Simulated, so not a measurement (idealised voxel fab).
Documented hereafter: the process module known as voxel wiring stack.
We display cut, a cross-section 275 nm in width whose square cells are each 5 nm.
Cross-sections here: square-cell grids, written as top-down lists of bands, a band being one or more rows of cells.
The entry gives the band's vertical extent as a top height and a bottom height in nm, then its horizontal make-up as materials from left to right, each with a width in nm. "blank" stands for empty space; a single material marked "full width" fills the band edge to edge.
Ref level 0: as-received wafer is one material below here. Bottom band extends down with no lower bound ("0 nm and below").
You'd read "30 to 40" like this: the band's top row of cells is as wide as the first number, its bottom row is as wide as the second, and going down, every row changes width by the same amount as the row before did.
Given "identical to before" for a step, no cell of the cross-section differs between before and after that step.
What "Enclosed internal cavities" gives you is every empty space of 8 cells or more that is cut off from the top. Each appears as width x height at distance, with the distance taken from the left edge and width, height and distance all in nm.
On a step's line, text after the settings is the simulator commenting on that step.
"overlay nm" answers the question of how far to the right of plan the mask lay on a step that has a mask, and when it is negative the answer is to the left.
Pairs follow: section before one process step, section after it down to the lowest changed band, step with settings underneath. Pairs may come from different runs of this module on the same starting wafer; continuity with the pair above only as stated in the "Pre-step view" entry.

## Pre-step view
* 85 nm to 75 nm  blank=80, Ru=15, blank=40, Ru=15, blank=40, Ru=15, blank=70
* 75 nm to 60 nm  blank=65, Ru=30, blank=25, Ru=30, blank=25, Ru=30, blank=70
* 60 nm to 55 nm  blank=65, Ru=15, TiN=15, blank=25, Ru=15, TiN=15, blank=25, Ru=15, TiN=15, blank=70
* 55 nm to 50 nm  SiO2=65, Ru=15, SiO2=40, Ru=15, SiO2=40, Ru=15, SiO2=85
* 50 nm to 45 nm  SiO2=65, TiN=15, SiO2=40, TiN=15, SiO2=40, TiN=15, SiO2=85
* 45 nm to 35 nm  SiO2=65, Ru=15, SiO2=40, Ru=15, SiO2=40, Ru=15, SiO2=85
* 35 nm to 30 nm  SiCN=65, Ru=15, SiCN=40, Ru=15, SiCN=40, Ru=15, SiCN=85
* 30 nm to 15 nm  SiO2=60, SiCN=5, W=30, SiCN=5, SiO2=15, SiCN=5, W=30, SiCN=5, SiO2=15, SiCN=5, W=30, SiCN=5, SiO2=65
* 15 nm to 10 nm  SiCN=65, TiN=30, SiCN=25, TiN=30, SiCN=25, TiN=30, SiCN=70
* 10 nm to 0 nm  SiO2 full width
* 0 nm and below  Si full width
* Enclosed internal cavities: none

## Post-Process View
* 90 nm to 85 nm  lowk full width
* 85 nm to 75 nm  lowk=80, Ru=15, lowk=40, Ru=15, lowk=40, Ru=15, lowk=70
* 75 nm to 60 nm  lowk=65, Ru=30, lowk=25, Ru=30, lowk=25, Ru=30, lowk=70
* 60 nm to 55 nm  lowk=65, Ru=15, TiN=15, lowk=25, Ru=15, TiN=15, lowk=25, Ru=15, TiN=15, lowk=70
* For the remainder of the cross-section, below 55, there is no change.
* Enclosed internal cavities: none
Between before and after, shown above: FILL_DEP: material lowk, thk nm 5

Pre-step view: check the pair just above; its after cross-section is our before state.

## Post-Process View
* 85 nm to 75 nm  lowk=80, Ru=15, lowk=40, Ru=15, lowk=40, Ru=15, lowk=70
* For the remainder of the cross-section, below 75, there is no change.
* Enclosed internal cavities: none
Between before and after, shown above: CMP: height nm 85

Pre-step view: check the pair just above; its after cross-section is our before state.

## Post-Process View
* 90 nm to 85 nm  SiCN full width
* For the remainder of the cross-section, below 85, there is no change.
* Enclosed internal cavities: none
Between before and after, shown above: CONFORMAL_DEP: material SiCN, thk nm 5

Pre-step view: check the pair just above; its after cross-section is our before state.

## Post-Process View
* 110 nm to 90 nm  lowk full width
* For the remainder of the cross-section, below 90, there is no change.
* Enclosed internal cavities: none
Between before and after, shown above: DIRECTIONAL_DEP: material lowk, thk nm 20

Pre-step view: check the pair just above; its after cross-section is our before state.

## Post-Process View
* 130 nm to 110 nm  resist=65, blank=15, resist=95, blank=15, resist=85
* For the remainder of the cross-section, below 110, there is no change.
* Enclosed internal cavities: none
Between before and after, shown above: PATTERN: tone open, mask id PLUG_2, material resist, width nm 15, pitch nm 110, thk nm 20, overlay nm 0

Pre-step view: check the pair just above; its after cross-section is our before state.

## Post-Process View
* 130 nm to 110 nm  resist=65, blank=15, resist=95, blank=15, resist=85
* 110 nm to 90 nm  lowk=65, blank=15, lowk=95, blank=15, lowk=85
* For the remainder of the cross-section, below 90, there is no change.
* Enclosed internal cavities: none
Between before and after, shown above: DIRECTIONAL_ETCH: etch materials lowk, depth nm 20

Pre-step view: check the pair just above; its after cross-section is our before state.

## Post-Process View
* 130 nm to 110 nm  resist=65, blank=15, resist=95, blank=15, resist=85
* 110 nm to 90 nm  lowk=65, blank=15, lowk=95, blank=15, lowk=85
* 90 nm to 85 nm  SiCN=65, blank=15, SiCN=95, blank=15, SiCN=85
* For the remainder of the cross-section, below 85, there is no change.
* Enclosed internal cavities: none
Between before and after, shown above: DIRECTIONAL_ETCH: etch materials SiCN, depth nm 5

Pre-step view: check the pair just above; its after cross-section is our before state.

## Post-Process View
* 110 nm to 90 nm  lowk=65, blank=15, lowk=95, blank=15, lowk=85
* For the remainder of the cross-section, below 90, there is no change.
* Enclosed internal cavities: none
Between before and after, shown above: STRIP: etch materials resist

Pre-step view: check the pair just above; its after cross-section is our before state.

## Post-Process View
* 115 nm to 110 nm  TiN=70, blank=5, TiN=105, blank=5, TiN=90
* 110 nm to 90 nm  lowk=65, TiN=5, blank=5, TiN=5, lowk=95, TiN=5, blank=5, TiN=5, lowk=85
* 90 nm to 85 nm  SiCN=65, TiN=15, SiCN=95, TiN=15, SiCN=85
* For the remainder of the cross-section, below 85, there is no change.
* Enclosed internal cavities: none
Between before and after, shown above: CONFORMAL_DEP: material TiN, thk nm 5

Pre-step view: check the pair just above; its after cross-section is our before state.

## Post-Process View
* 125 nm to 115 nm  Ru full width
* 115 nm to 110 nm  TiN=70, Ru=5, TiN=105, Ru=5, TiN=90
* 110 nm to 90 nm  lowk=65, TiN=5, Ru=5, TiN=5, lowk=95, TiN=5, Ru=5, TiN=5, lowk=85
* For the remainder of the cross-section, below 90, there is no change.
* Enclosed internal cavities: none
Between before and after, shown above: FILL_DEP: material Ru, thk nm 10

Pre-step view: check the pair just above; its after cross-section is our before state.

## Post-Process View
* 110 nm to 90 nm  lowk=65, TiN=5, Ru=5, TiN=5, lowk=95, TiN=5, Ru=5, TiN=5, lowk=85
* For the remainder of the cross-section, below 90, there is no change.
* Enclosed internal cavities: none
Between before and after, shown above: CMP: height nm 110

Pre-step view: check the pair just above; its after cross-section is our before state.

## Post-Process View
* 115 nm to 110 nm  TiN full width
* For the remainder of the cross-section, below 110, there is no change.
* Enclosed internal cavities: none
Between before and after, shown above: DIRECTIONAL_DEP: material TiN, thk nm 5

Pre-step view: check the pair just above; its after cross-section is our before state.

## Post-Process View
* 130 nm to 115 nm  Ru full width
* For the remainder of the cross-section, below 115, there is no change.
* Enclosed internal cavities: none
Between before and after, shown above: DIRECTIONAL_DEP: material Ru, thk nm 15

Pre-step view: check the pair just above; its after cross-section is our before state.

## Post-Process View
* 150 nm to 130 nm  blank=65, resist=30, blank=25, resist=30, blank=25, resist=30, blank=70
* For the remainder of the cross-section, below 130, there is no change.
* Enclosed internal cavities: none
Between before and after, shown above: PATTERN: tone cover, mask id METAL_3, material resist, width nm 30, pitch nm 55, thk nm 20, overlay nm 0

Pre-step view: check the pair just above; its after cross-section is our before state.

## Post-Process View
* 150 nm to 130 nm  blank=65, resist=30, blank=25, resist=30, blank=25, resist=30, blank=70
* 130 nm to 115 nm  blank=65, Ru=30, blank=25, Ru=30, blank=25, Ru=30, blank=70
* For the remainder of the cross-section, below 115, there is no change.
* Enclosed internal cavities: none
Between before and after, shown above: DIRECTIONAL_ETCH: etch materials Ru, depth nm 15

Pre-step view: check the pair just above; its after cross-section is our before state.

## Post-Process View
* 150 nm to 130 nm  blank=65, resist=30, blank=25, resist=30, blank=25, resist=30, blank=70
* 130 nm to 115 nm  blank=65, Ru=30, blank=25, Ru=30, blank=25, Ru=30, blank=70
* 115 nm to 110 nm  blank=65, TiN=30, blank=25, TiN=30, blank=25, TiN=30, blank=70
* For the remainder of the cross-section, below 110, there is no change.
* Enclosed internal cavities: none
Between before and after, shown above: DIRECTIONAL_ETCH: etch materials TiN, depth nm 5

Pre-step view: check the pair just above; its after cross-section is our before state.

## Post-Process View
* 130 nm to 115 nm  blank=65, Ru=30, blank=25, Ru=30, blank=25, Ru=30, blank=70
* For the remainder of the cross-section, below 115, there is no change.
* Enclosed internal cavities: none
Between before and after, shown above: STRIP: etch materials resist

Pre-step view: check the pair just above; its after cross-section is our before state.

## Post-Process View
* 135 nm to 130 nm  blank=60, SiN=40, blank=15, SiN=40, blank=15, SiN=40, blank=65
* 130 nm to 115 nm  blank=60, SiN=5, Ru=30, SiN=5, blank=15, SiN=5, Ru=30, SiN=5, blank=15, SiN=5, Ru=30, SiN=5, blank=65
* 115 nm to 110 nm  SiN=65, TiN=30, SiN=25, TiN=30, SiN=25, TiN=30, SiN=70
* For the remainder of the cross-section, below 110, there is no change.
* Enclosed internal cavities: none
Between before and after, shown above: CONFORMAL_DEP: material SiN, thk nm 5

Pre-step view: check the pair just above; its after cross-section is our before state.

## Post-Process View
* 145 nm to 135 nm  lowk full width
* 135 nm to 130 nm  lowk=60, SiN=40, lowk=15, SiN=40, lowk=15, SiN=40, lowk=65
* 130 nm to 115 nm  lowk=60, SiN=5, Ru=30, SiN=5, lowk=15, SiN=5, Ru=30, SiN=5, lowk=15, SiN=5, Ru=30, SiN=5, lowk=65
* For the remainder of the cross-section, below 115, there is no change.
* Enclosed internal cavities: none
Between before and after, shown above: FILL_DEP: material lowk, thk nm 10

Pre-step view: check the pair just above; its after cross-section is our before state.

## Post-Process View
* 130 nm to 115 nm  lowk=60, SiN=5, Ru=30, SiN=5, lowk=15, SiN=5, Ru=30, SiN=5, lowk=15, SiN=5, Ru=30, SiN=5, lowk=65
* For the remainder of the cross-section, below 115, there is no change.
* Enclosed internal cavities: none
Between before and after, shown above: CMP: height nm 130

Pre-step view: check the pair just above; its after cross-section is our before state.

## Post-Process View
* 135 nm to 130 nm  SiCN full width
* For the remainder of the cross-section, below 130, there is no change.
* Enclosed internal cavities: none
Between before and after, shown above: CONFORMAL_DEP: material SiCN, thk nm 5

Pre-step view: check the pair just above; its after cross-section is our before state.

## Post-Process View
* 165 nm to 135 nm  SiO2 full width
* For the remainder of the cross-section, below 135, there is no change.
* Enclosed internal cavities: none
Between before and after, shown above: DIRECTIONAL_DEP: material SiO2, thk nm 30

Pre-step view: check the pair just above; its after cross-section is our before state.

## Post-Process View
* 165 nm to 145 nm  SiO2=65, blank=30, SiO2=25, blank=30, SiO2=25, blank=30, SiO2=70
* For the remainder of the cross-section, below 145, there is no change.
* Enclosed internal cavities: none
Between before and after, shown above: MASKED_ETCH: tone open, mask id METAL_4, width nm 30, pitch nm 55, etch materials SiO2, depth nm 20, overlay nm 0

Pre-step view: check the pair just above; its after cross-section is our before state.

## Post-Process View
* 165 nm to 145 nm  SiO2=65, blank=30, SiO2=25, blank=30, SiO2=25, blank=30, SiO2=70
* 145 nm to 135 nm  SiO2=65, blank=15, SiO2=40, blank=15, SiO2=40, blank=15, SiO2=85
* For the remainder of the cross-section, below 135, there is no change.
* Enclosed internal cavities: none
Between before and after, shown above: MASKED_ETCH: tone open, mask id METAL_4_HOLES, width nm 15, pitch nm 55, etch materials SiO2, depth nm 10, overlay nm 0

Pre-step view: check the pair just above; its after cross-section is our before state.

## Post-Process View
* 165 nm to 145 nm  SiO2=65, blank=30, SiO2=25, blank=30, SiO2=25, blank=30, SiO2=70
* 145 nm to 135 nm  SiO2=65, blank=15, SiO2=40, blank=15, SiO2=40, blank=15, SiO2=85
* 135 nm to 130 nm  SiCN=65, blank=15, SiCN=40, blank=15, SiCN=40, blank=15, SiCN=85
* For the remainder of the cross-section, below 130, there is no change.
* Enclosed internal cavities: none
Between before and after, shown above: MASKED_ETCH: tone open, mask id METAL_4_HOLES, width nm 15, pitch nm 55, etch materials SiCN, depth nm 5, overlay nm 0

Pre-step view: check the pair just above; its after cross-section is our before state.

## Post-Process View
* 170 nm to 165 nm  TiN=70, blank=20, TiN=35, blank=20, TiN=35, blank=20, TiN=75
* 165 nm to 150 nm  SiO2=65, TiN=5, blank=20, TiN=5, SiO2=25, TiN=5, blank=20, TiN=5, SiO2=25, TiN=5, blank=20, TiN=5, SiO2=70
* 150 nm to 145 nm  SiO2=65, TiN=5, blank=5, TiN=20, SiO2=25, TiN=5, blank=5, TiN=20, SiO2=25, TiN=5, blank=5, TiN=20, SiO2=70
* 145 nm to 135 nm  SiO2=65, TiN=5, blank=5, TiN=5, SiO2=40, TiN=5, blank=5, TiN=5, SiO2=40, TiN=5, blank=5, TiN=5, SiO2=85
* 135 nm to 130 nm  SiCN=65, TiN=15, SiCN=40, TiN=15, SiCN=40, TiN=15, SiCN=85
* For the remainder of the cross-section, below 130, there is no change.
* Enclosed internal cavities: none
Between before and after, shown above: CONFORMAL_DEP: material TiN, thk nm 5

Pre-step view: check the pair just above; its after cross-section is our before state.

## Post-Process View
* 175 nm to 170 nm  Cu full width
* 170 nm to 165 nm  TiN=70, Cu=20, TiN=35, Cu=20, TiN=35, Cu=20, TiN=75
* 165 nm to 150 nm  SiO2=65, TiN=5, Cu=20, TiN=5, SiO2=25, TiN=5, Cu=20, TiN=5, SiO2=25, TiN=5, Cu=20, TiN=5, SiO2=70
* 150 nm to 145 nm  SiO2=65, TiN=5, Cu=5, TiN=20, SiO2=25, TiN=5, Cu=5, TiN=20, SiO2=25, TiN=5, Cu=5, TiN=20, SiO2=70
* 145 nm to 135 nm  SiO2=65, TiN=5, Cu=5, TiN=5, SiO2=40, TiN=5, Cu=5, TiN=5, SiO2=40, TiN=5, Cu=5, TiN=5, SiO2=85
* For the remainder of the cross-section, below 135, there is no change.
* Enclosed internal cavities: none
Between before and after, shown above: FILL_DEP: material Cu, thk nm 5

Pre-step view: check the pair just above; its after cross-section is our before state.

## Post-Process View
* 165 nm to 150 nm  SiO2=65, TiN=5, Cu=20, TiN=5, SiO2=25, TiN=5, Cu=20, TiN=5, SiO2=25, TiN=5, Cu=20, TiN=5, SiO2=70
* For the remainder of the cross-section, below 150, there is no change.
* Enclosed internal cavities: none
Between before and after, shown above: CMP: height nm 165

Pre-step view: check the pair just above; its after cross-section is our before state.

## Post-Process View
* 170 nm to 165 nm  SiCN full width
* For the remainder of the cross-section, below 165, there is no change.
* Enclosed internal cavities: none
Between before and after, shown above: CONFORMAL_DEP: material SiCN, thk nm 5

## Pre-step view
* 55 nm to 50 nm  SiO2=65, blank=15, SiO2=40, blank=15, SiO2=40, blank=15, SiO2=85
* 50 nm to 35 nm  SiO2=65, Ru=15, SiO2=40, Ru=15, SiO2=40, Ru=15, SiO2=85
* 35 nm to 30 nm  SiCN=65, Ru=15, SiCN=40, Ru=15, SiCN=40, Ru=15, SiCN=85
* 30 nm to 15 nm  SiO2=60, SiCN=5, W=30, SiCN=5, SiO2=15, SiCN=5, W=30, SiCN=5, SiO2=15, SiCN=5, W=30, SiCN=5, SiO2=65
* 15 nm to 10 nm  SiCN=65, TiN=30, SiCN=25, TiN=30, SiCN=25, TiN=30, SiCN=70
* 10 nm to 0 nm  SiO2 full width
* 0 nm and below  Si full width
* Enclosed internal cavities: none

## Post-Process View
* 60 nm to 55 nm  blank=60, Ru=25, blank=30, Ru=25, blank=30, Ru=25, blank=80
* 55 nm to 35 nm  SiO2=65, Ru=15, SiO2=40, Ru=15, SiO2=40, Ru=15, SiO2=85
* For the remainder of the cross-section, below 35, there is no change.
* Enclosed internal cavities: none
Between before and after, shown above: EPI: material Ru, thk nm 10

Pre-step view: check the pair just above; its after cross-section is our before state.

## Post-Process View
* 65 nm to 55 nm  blank=55, Ru=35, blank=20, Ru=35, blank=20, Ru=35, blank=75
* For the remainder of the cross-section, below 55, there is no change.
* Enclosed internal cavities: none
Between before and after, shown above: EPI: material Ru, thk nm 5

Pre-step view: check the pair just above; its after cross-section is our before state.

## Post-Process View
* 70 nm to 65 nm  blank=55, TiN=35, blank=20, TiN=35, blank=20, TiN=35, blank=75
* 65 nm to 60 nm  blank=55, Ru=35, blank=20, Ru=35, blank=20, Ru=35, blank=75
* 60 nm to 55 nm  TiN=55, Ru=35, TiN=20, Ru=35, TiN=20, Ru=35, TiN=75
* For the remainder of the cross-section, below 55, there is no change.
* Enclosed internal cavities: none
Between before and after, shown above: DIRECTIONAL_DEP: material TiN, thk nm 5

Pre-step view: check the pair just above; its after cross-section is our before state.

## Post-Process View
* 95 nm to 85 nm  blank=55, Ru=35, blank=20, Ru=35, blank=20, Ru=35, blank=75
* 85 nm to 70 nm  Ru full width
* 70 nm to 65 nm  Ru=55, TiN=35, Ru=20, TiN=35, Ru=20, TiN=35, Ru=75
* 65 nm to 60 nm  Ru full width
* For the remainder of the cross-section, below 60, there is no change.
* Enclosed internal cavities: none
Between before and after, shown above: DIRECTIONAL_DEP: material Ru, thk nm 25

Pre-step view: check the pair just above; its after cross-section is our before state.

## Post-Process View
* 110 nm to 100 nm  blank=55, aC=35, blank=20, aC=35, blank=20, aC=35, blank=75
* 100 nm to 95 nm  aC full width
* 95 nm to 85 nm  aC=55, Ru=35, aC=20, Ru=35, aC=20, Ru=35, aC=75
* For the remainder of the cross-section, below 85, there is no change.
* Enclosed internal cavities: none
Between before and after, shown above: DIRECTIONAL_DEP: material aC, thk nm 15

Pre-step view: check the pair just above; its after cross-section is our before state.

## Post-Process View
* 145 nm to 110 nm  blank=65, resist=30, blank=25, resist=30, blank=25, resist=30, blank=70
* 110 nm to 100 nm  blank=55, aC=35, resist=5, blank=15, aC=35, resist=5, blank=15, aC=35, resist=5, blank=70
* For the remainder of the cross-section, below 100, there is no change.
* Enclosed internal cavities: none
Between before and after, shown above: PATTERN: tone cover, mask id METAL_2, material resist, width nm 30, pitch nm 55, thk nm 35, overlay nm 0

Pre-step view: check the pair just above; its after cross-section is our before state.

## Post-Process View
* 130 nm to 110 nm  blank=65, resist=30, blank=25, resist=30, blank=25, resist=30, blank=70
* 110 nm to 100 nm  blank=65, aC=25, resist=5, blank=25, aC=25, resist=5, blank=25, aC=25, resist=5, blank=70
* 100 nm to 95 nm  blank=65, aC=30, blank=25, aC=30, blank=25, aC=30, blank=70
* 95 nm to 85 nm  blank=55, Ru=35, aC=5, blank=15, Ru=35, aC=5, blank=15, Ru=35, aC=5, blank=70
* For the remainder of the cross-section, below 85, there is no change.
* Enclosed internal cavities: none
Between before and after, shown above: DIRECTIONAL_ETCH: etch materials aC, depth nm 15

Pre-step view: check the pair just above; its after cross-section is our before state.

## Post-Process View
* 110 nm to 100 nm  blank=65, aC=25, blank=30, aC=25, blank=30, aC=25, blank=75
* For the remainder of the cross-section, below 100, there is no change.
* Enclosed internal cavities: none
Between before and after, shown above: STRIP: etch materials resist

Pre-step view: check the pair just above; its after cross-section is our before state.

## Post-Process View
* 110 nm to 100 nm  blank=65, aC=25, blank=30, aC=25, blank=30, aC=25, blank=75
* 100 nm to 95 nm  blank=65, aC=30, blank=25, aC=30, blank=25, aC=30, blank=70
* 95 nm to 85 nm  blank=65, Ru=25, aC=5, blank=25, Ru=25, aC=5, blank=25, Ru=25, aC=5, blank=70
* 85 nm to 70 nm  blank=65, Ru=30, blank=25, Ru=30, blank=25, Ru=30, blank=70
* 70 nm to 65 nm  blank=55, TiN=35, Ru=5, blank=15, TiN=35, Ru=5, blank=15, TiN=35, Ru=5, blank=70
* 65 nm to 60 nm  blank=55, Ru=40, blank=15, Ru=40, blank=15, Ru=40, blank=70
* For the remainder of the cross-section, below 60, there is no change.
* Enclosed internal cavities: none
Between before and after, shown above: DIRECTIONAL_ETCH: etch materials Ru, depth nm 25

Pre-step view: check the pair just above; its after cross-section is our before state.

## Post-Process View
* 110 nm to 100 nm  blank=65, aC=25, blank=30, aC=25, blank=30, aC=25, blank=75
* 100 nm to 95 nm  blank=65, aC=30, blank=25, aC=30, blank=25, aC=30, blank=70
* 95 nm to 85 nm  blank=65, Ru=25, aC=5, blank=25, Ru=25, aC=5, blank=25, Ru=25, aC=5, blank=70
* 85 nm to 70 nm  blank=65, Ru=30, blank=25, Ru=30, blank=25, Ru=30, blank=70
* 70 nm to 65 nm  blank=65, TiN=25, Ru=5, blank=25, TiN=25, Ru=5, blank=25, TiN=25, Ru=5, blank=70
* 65 nm to 60 nm  blank=55, Ru=40, blank=15, Ru=40, blank=15, Ru=40, blank=70
* 60 nm to 55 nm  blank=55, Ru=35, TiN=5, blank=15, Ru=35, TiN=5, blank=15, Ru=35, TiN=5, blank=70
* For the remainder of the cross-section, below 55, there is no change.
* Enclosed internal cavities: none
Between before and after, shown above: DIRECTIONAL_ETCH: etch materials TiN, depth nm 5

Pre-step view: check the pair just above; its after cross-section is our before state.

## Post-Process View
* 95 nm to 85 nm  blank=65, Ru=25, blank=30, Ru=25, blank=30, Ru=25, blank=75
* For the remainder of the cross-section, below 85, there is no change.
* Enclosed internal cavities: none
Between before and after, shown above: STRIP: etch materials aC

Pre-step view: check the pair just above; its after cross-section is our before state.

## Post-Process View
* 100 nm to 95 nm  lowk full width
* 95 nm to 85 nm  lowk=65, Ru=25, lowk=30, Ru=25, lowk=30, Ru=25, lowk=75
* 85 nm to 70 nm  lowk=65, Ru=30, lowk=25, Ru=30, lowk=25, Ru=30, lowk=70
* 70 nm to 65 nm  lowk=65, TiN=25, Ru=5, lowk=25, TiN=25, Ru=5, lowk=25, TiN=25, Ru=5, lowk=70
* 65 nm to 60 nm  lowk=55, Ru=40, lowk=15, Ru=40, lowk=15, Ru=40, lowk=70
* 60 nm to 55 nm  lowk=55, Ru=35, TiN=5, lowk=15, Ru=35, TiN=5, lowk=15, Ru=35, TiN=5, lowk=70
* For the remainder of the cross-section, below 55, there is no change.
* Enclosed internal cavities: none
Between before and after, shown above: FILL_DEP: material lowk, thk nm 5

Pre-step view: check the pair just above; its after cross-section is our before state.

## Post-Process View
* 85 nm to 70 nm  lowk=65, Ru=30, lowk=25, Ru=30, lowk=25, Ru=30, lowk=70
* For the remainder of the cross-section, below 70, there is no change.
* Enclosed internal cavities: none
Between before and after, shown above: CMP: height nm 85

Pre-step view: check the pair just above; its after cross-section is our before state.

## Post-Process View
* 90 nm to 85 nm  SiCN full width
* For the remainder of the cross-section, below 85, there is no change.
* Enclosed internal cavities: none
Between before and after, shown above: CONFORMAL_DEP: material SiCN, thk nm 5

Pre-step view: check the pair just above; its after cross-section is our before state.

## Post-Process View
* 110 nm to 90 nm  lowk full width
* For the remainder of the cross-section, below 90, there is no change.
* Enclosed internal cavities: none
Between before and after, shown above: DIRECTIONAL_DEP: material lowk, thk nm 20

Pre-step view: check the pair just above; its after cross-section is our before state.

## Post-Process View
* 130 nm to 110 nm  resist=65, blank=15, resist=95, blank=15, resist=85
* For the remainder of the cross-section, below 110, there is no change.
* Enclosed internal cavities: none
Between before and after, shown above: PATTERN: tone open, mask id PLUG_2, material resist, width nm 15, pitch nm 110, thk nm 20, overlay nm 0

Pre-step view: check the pair just above; its after cross-section is our before state.

## Post-Process View
* 130 nm to 110 nm  resist=65, blank=15, resist=95, blank=15, resist=85
* 110 nm to 90 nm  lowk=65, blank=15, lowk=95, blank=15, lowk=85
* For the remainder of the cross-section, below 90, there is no change.
* Enclosed internal cavities: none
Between before and after, shown above: DIRECTIONAL_ETCH: etch materials lowk, depth nm 20

Pre-step view: check the pair just above; its after cross-section is our before state.

## Post-Process View
* 130 nm to 110 nm  resist=65, blank=15, resist=95, blank=15, resist=85
* 110 nm to 90 nm  lowk=65, blank=15, lowk=95, blank=15, lowk=85
* 90 nm to 85 nm  SiCN=65, blank=15, SiCN=95, blank=15, SiCN=85
* For the remainder of the cross-section, below 85, there is no change.
* Enclosed internal cavities: none
Between before and after, shown above: DIRECTIONAL_ETCH: etch materials SiCN, depth nm 5

Pre-step view: check the pair just above; its after cross-section is our before state.

## Post-Process View
* 110 nm to 90 nm  lowk=65, blank=15, lowk=95, blank=15, lowk=85
* For the remainder of the cross-section, below 90, there is no change.
* Enclosed internal cavities: none
Between before and after, shown above: STRIP: etch materials resist

Pre-step view: check the pair just above; its after cross-section is our before state.

## Post-Process View
* 115 nm to 110 nm  TiN=70, blank=5, TiN=105, blank=5, TiN=90
* 110 nm to 90 nm  lowk=65, TiN=5, blank=5, TiN=5, lowk=95, TiN=5, blank=5, TiN=5, lowk=85
* 90 nm to 85 nm  SiCN=65, TiN=15, SiCN=95, TiN=15, SiCN=85
* For the remainder of the cross-section, below 85, there is no change.
* Enclosed internal cavities: none
Between before and after, shown above: CONFORMAL_DEP: material TiN, thk nm 5

Pre-step view: check the pair just above; its after cross-section is our before state.

## Post-Process View
* 125 nm to 115 nm  Ru full width
* 115 nm to 110 nm  TiN=70, Ru=5, TiN=105, Ru=5, TiN=90
* 110 nm to 90 nm  lowk=65, TiN=5, Ru=5, TiN=5, lowk=95, TiN=5, Ru=5, TiN=5, lowk=85
* For the remainder of the cross-section, below 90, there is no change.
* Enclosed internal cavities: none
Between before and after, shown above: FILL_DEP: material Ru, thk nm 10

Pre-step view: check the pair just above; its after cross-section is our before state.

## Post-Process View
* 110 nm to 90 nm  lowk=65, TiN=5, Ru=5, TiN=5, lowk=95, TiN=5, Ru=5, TiN=5, lowk=85
* For the remainder of the cross-section, below 90, there is no change.
* Enclosed internal cavities: none
Between before and after, shown above: CMP: height nm 110

Pre-step view: check the pair just above; its after cross-section is our before state.

## Post-Process View
* 115 nm to 110 nm  TiN full width
* For the remainder of the cross-section, below 110, there is no change.
* Enclosed internal cavities: none
Between before and after, shown above: DIRECTIONAL_DEP: material TiN, thk nm 5

Pre-step view: check the pair just above; its after cross-section is our before state.

## Post-Process View
* 130 nm to 115 nm  Ru full width
* For the remainder of the cross-section, below 115, there is no change.
* Enclosed internal cavities: none
Between before and after, shown above: DIRECTIONAL_DEP: material Ru, thk nm 15

Pre-step view: check the pair just above; its after cross-section is our before state.

## Post-Process View
* 150 nm to 130 nm  blank=65, resist=30, blank=25, resist=30, blank=25, resist=30, blank=70
* For the remainder of the cross-section, below 130, there is no change.
* Enclosed internal cavities: none
Between before and after, shown above: PATTERN: tone cover, mask id METAL_3, material resist, width nm 30, pitch nm 55, thk nm 20, overlay nm 0

Pre-step view: check the pair just above; its after cross-section is our before state.

## Post-Process View
* 150 nm to 130 nm  blank=65, resist=30, blank=25, resist=30, blank=25, resist=30, blank=70
* 130 nm to 115 nm  blank=65, Ru=30, blank=25, Ru=30, blank=25, Ru=30, blank=70
* For the remainder of the cross-section, below 115, there is no change.
* Enclosed internal cavities: none
Between before and after, shown above: DIRECTIONAL_ETCH: etch materials Ru, depth nm 15

Pre-step view: check the pair just above; its after cross-section is our before state.

## Post-Process View
* 150 nm to 130 nm  blank=65, resist=30, blank=25, resist=30, blank=25, resist=30, blank=70
* 130 nm to 115 nm  blank=65, Ru=30, blank=25, Ru=30, blank=25, Ru=30, blank=70
* 115 nm to 110 nm  blank=65, TiN=30, blank=25, TiN=30, blank=25, TiN=30, blank=70
* For the remainder of the cross-section, below 110, there is no change.
* Enclosed internal cavities: none
Between before and after, shown above: DIRECTIONAL_ETCH: etch materials TiN, depth nm 5

Pre-step view: check the pair just above; its after cross-section is our before state.

## Post-Process View
* 130 nm to 115 nm  blank=65, Ru=30, blank=25, Ru=30, blank=25, Ru=30, blank=70
* For the remainder of the cross-section, below 115, there is no change.
* Enclosed internal cavities: none
Between before and after, shown above: STRIP: etch materials resist

Pre-step view: check the pair just above; its after cross-section is our before state.

## Post-Process View
* 135 nm to 130 nm  blank=60, SiN=40, blank=15, SiN=40, blank=15, SiN=40, blank=65
* 130 nm to 115 nm  blank=60, SiN=5, Ru=30, SiN=5, blank=15, SiN=5, Ru=30, SiN=5, blank=15, SiN=5, Ru=30, SiN=5, blank=65
* 115 nm to 110 nm  SiN=65, TiN=30, SiN=25, TiN=30, SiN=25, TiN=30, SiN=70
* For the remainder of the cross-section, below 110, there is no change.
* Enclosed internal cavities: none
Between before and after, shown above: CONFORMAL_DEP: material SiN, thk nm 5

Pre-step view: check the pair just above; its after cross-section is our before state.

## Post-Process View
* 145 nm to 135 nm  lowk full width
* 135 nm to 130 nm  lowk=60, SiN=40, lowk=15, SiN=40, lowk=15, SiN=40, lowk=65
* 130 nm to 115 nm  lowk=60, SiN=5, Ru=30, SiN=5, lowk=15, SiN=5, Ru=30, SiN=5, lowk=15, SiN=5, Ru=30, SiN=5, lowk=65
* For the remainder of the cross-section, below 115, there is no change.
* Enclosed internal cavities: none
Between before and after, shown above: FILL_DEP: material lowk, thk nm 10

Pre-step view: check the pair just above; its after cross-section is our before state.

## Post-Process View
* 130 nm to 115 nm  lowk=60, SiN=5, Ru=30, SiN=5, lowk=15, SiN=5, Ru=30, SiN=5, lowk=15, SiN=5, Ru=30, SiN=5, lowk=65
* For the remainder of the cross-section, below 115, there is no change.
* Enclosed internal cavities: none
Between before and after, shown above: CMP: height nm 130

Pre-step view: check the pair just above; its after cross-section is our before state.

## Post-Process View
* 135 nm to 130 nm  SiCN full width
* For the remainder of the cross-section, below 130, there is no change.
* Enclosed internal cavities: none
Between before and after, shown above: CONFORMAL_DEP: material SiCN, thk nm 5

Pre-step view: check the pair just above; its after cross-section is our before state.

## Post-Process View
* 165 nm to 135 nm  SiO2 full width
* For the remainder of the cross-section, below 135, there is no change.
* Enclosed internal cavities: none
Between before and after, shown above: DIRECTIONAL_DEP: material SiO2, thk nm 30

Pre-step view: check the pair just above; its after cross-section is our before state.

## Post-Process View
* 165 nm to 145 nm  SiO2=65, blank=30, SiO2=25, blank=30, SiO2=25, blank=30, SiO2=70
* For the remainder of the cross-section, below 145, there is no change.
* Enclosed internal cavities: none
Between before and after, shown above: MASKED_ETCH: tone open, mask id METAL_4, width nm 30, pitch nm 55, etch materials SiO2, depth nm 20, overlay nm 0
